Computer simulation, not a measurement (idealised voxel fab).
The process module presented herein is designated voxel local oxidation.
The cross-section shown here is cut; it is 170 nm wide and divided into square cells measuring 5 nm on a side.
Cross-section = grid of square cells, listed top down in bands; band = one or more rows. For a band, the entry starts with two heights in nm, that of the top and then that of the bottom, and carries on with the band's materials in order from left to right, each alongside its width in nm; the word "everywhere" beside a single material means it fills the band edge to edge, and "empty" means empty space. We count height from 0. Below that, the starting wafer is all one material. The lowest band never ends at the bottom but goes on down; see "0 down" for how that is written. The expression "30 to 40" gives the width at the extremes of the band, the first number at its top row of cells and the second at its bottom row, with the width changing by equal amounts from each row to the next in between. No cell of the cross-section changed in a step that is given as "nothing changed". The list in "Trapped voids" covers empty spaces of 8 cells or more that cannot reach the top through any open way, and it gives each as width x height at distance; the distance is from the left edge, and width, height and distance are in nm. What comes after the settings on a step's line is commentary from the simulator itself on that step. The line of a step may include "overlay nm". On a step with a mask, this value is how far to the right of its planned place the mask lay. A negative value means the mask lay to the left.

PROCESS STEPS - PLAN
1: RECEIVE | material Si
2: CONFORMAL_DEP | material SiO2 | thk nm 5
3: CONFORMAL_DEP | material SiN | thk nm 15
4: DIRECTIONAL_DEP | material aC | thk nm 15
5: PATTERN | tone cover | mask id ACTIVE | material resist | width nm 100 | thk nm 30 | overlay nm 0
6: DIRECTIONAL_ETCH | etch materials aC | depth nm 15
7: STRIP | etch materials resist
8: DIRECTIONAL_ETCH | etch materials SiN | depth nm 15
9: STRIP | etch materials aC
10: SELECTIVE_ETCH | etch materials SiO2 | depth nm 5
11: OXIDIZE | depth nm 10
12: STRIP | etch materials SiN

ON THE FIRST OF THE TWO WAFERS: RUN CONDUCTED ACCORDING TO PLAN

THIS IS THE CROSS-SECTION OF THE WAFER AS WE RECEIVED IT, I.E. AFTER STEP 1
> 0 down  Si everywhere
> Trapped voids: none

AFTER STEP 2: WAFER CROSS-SECTION
> 5 to 0  SiO2 everywhere
> Unchanged below 0.

AFTER STEP 3: WAFER CROSS-SECTION
> 20 to 5  SiN everywhere
> Unchanged below 5.

AFTER STEP 4: WAFER CROSS-SECTION
> 35 to 20  aC everywhere
> Unchanged below 20.

AFTER STEP 5: WAFER CROSS-SECTION
> 65 to 35  empty 35 nm; resist 100 nm; empty 35 nm
> Unchanged below 35.

AFTER STEP 6: WAFER CROSS-SECTION
> 50 to 35  empty 35 nm; resist 100 nm; empty 35 nm
> 35 to 20  empty 35 nm; aC 100 nm; empty 35 nm
> Unchanged below 20.

AFTER STEP 7: WAFER CROSS-SECTION
> 35 to 20  empty 35 nm; aC 100 nm; empty 35 nm
> Unchanged below 20.

AFTER STEP 8: WAFER CROSS-SECTION
> 35 to 20  empty 35 nm; aC 100 nm; empty 35 nm
> 20 to 5  empty 35 nm; SiN 100 nm; empty 35 nm
> Unchanged below 5.

AFTER STEP 9: WAFER CROSS-SECTION
> 20 to 5  empty 35 nm; SiN 100 nm; empty 35 nm
> Unchanged below 5.

AFTER STEP 10: WAFER CROSS-SECTION
> 20 to 5  empty 35 nm; SiN 100 nm; empty 35 nm
> 5 to 0  empty 40 nm; SiO2 90 nm; empty 40 nm
> Unchanged below 0.

AFTER STEP 11: WAFER CROSS-SECTION
> 20 to 5  empty 35 nm; SiN 100 nm; empty 35 nm
> 5 to 0  empty 40 nm; SiO2 90 nm; empty 40 nm
> 0 to -10  SiO2 50 nm; Si 70 nm; SiO2 50 nm
> Unchanged below -10.

AFTER STEP 12: WAFER CROSS-SECTION
> 5 to 0  empty 40 nm; SiO2 90 nm; empty 40 nm
> Unchanged below 0.

THE SECOND WAFER WAS PREPARED FROM THE SAME STARTING POINT AND UNDER THE SAME PLAN AS THE FIRST; ITS PROCESSING CONTAINED ONE MISTAKE, AND IT REMAINS INDISTINGUISHABLE FROM THE FIRST WAFER UP TO AND INCLUDING STEP 10

SECOND WAFER, CROSS-SECTION, PLANNED END OF STEP 11
> 5 to 0  empty 40 nm; SiO2 90 nm; empty 40 nm
> Unchanged below 0.

SECOND WAFER, CROSS-SECTION, PLANNED END OF STEP 12
> 5 to 0  empty 40 nm; SiO2 90 nm; empty 40 nm
> 0 to -10  SiO2 50 nm; Si 70 nm; SiO2 50 nm
> Unchanged below -10.
Where did the run depart from the plan? step 12 occupied the plan position of step 11, and the converse holds as well
At process end the two wafers are indistinguishable in cross-section, so the error does not change what this model computes.
